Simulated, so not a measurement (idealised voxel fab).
The process module that follows is named voxel ribs on slabs.
Pictured: cross-section cut, 230 nm wide, on a grid of 5 nm square cells.
How to read a cross-section here: the picture is a grid of square cells, written as bands going from the top down, and any band can span one or more rows of cells.
The band entry comprises the height of the band's top followed by the height of its bottom, expressed in nm, and subsequently the band's materials from left to right, each stated together with its width in nm. Where a single material is marked with the word "edge to edge", that material fills the band from edge to edge. The word "air" represents empty space.
Basically, 0 is our baseline, since under it the wafer straight out of the box is all one material. The bottom band has no lower end and keeps on going down, so it looks like "top 0, no bottom".
Width "30..40": first value at the band's top row of cells, second value at its bottom row, equal change from row to row.
Reading "nothing got changed" for a step: not a cell of the cross-section changed in it.
"Enclosed internal cavities": empty spaces of 8 cells or more with no open way to the top, each given as width x height at distance, distance from the left edge, all in nm.
The remark found on a step's line after its settings is issued by the simulator itself and pertains to that step.
The "overlay nm" setting may appear on a step's line; for a step that uses a mask, it gives how far to the right of its planned position the mask lay, and a negative value indicates the left.

### plan
1: RECEIVE [material Si]
2: DIRECTIONAL_DEP [material SiO2] [thk nm 25]
3: DIRECTIONAL_DEP [material SiN] [thk nm 20]
4: PATTERN [tone cover] [mask id RIB] [material resist] [width nm 20] [thk nm 15] [overlay nm 0]
5: DIRECTIONAL_ETCH [etch materials SiN] [depth nm 5]
6: STRIP [etch materials resist]
7: PATTERN [tone cover] [mask id SLAB] [material resist] [width nm 50] [thk nm 20] [overlay nm 0]
8: DIRECTIONAL_ETCH [etch materials SiN] [depth nm 15]
9: STRIP [etch materials resist]
10: FILL_DEP [material SiO2] [thk nm 15]
11: CMP [height nm 45]
12: DIRECTIONAL_DEP [material W] [thk nm 5]
13: PATTERN [tone cover] [mask id HEATER] [material resist] [width nm 30] [thk nm 20] [overlay nm 0]
14: DIRECTIONAL_ETCH [etch materials W] [depth nm 5]
15: STRIP [etch materials resist]
16: CONFORMAL_DEP [material SiN] [thk nm 10]
The wafers are alike at the start. At step 11, their height nm differs. The plan lists the first wafer's value.

### Cut through the first of several wafers as received, post step 1
  top 0, no bottom = Si edge to edge
  Enclosed internal cavities: none

### Quick key for the table: a row per wafer, taken at the end of the module. For each material it tells you how many cells the wafer gained (+) or lost (-) since it came in, and the closed voids come after
height nm 45, +130 SiN, +380 SiO2, +6 W, Enclosed internal cavities: none
height nm 50, +130 SiN, +426 SiO2, +6 W, Enclosed internal cavities: none
height nm 55, +130 SiN, +472 SiO2, +6 W, Enclosed internal cavities: none
height nm 60, +130 SiN, +518 SiO2, +6 W, Enclosed internal cavities: none
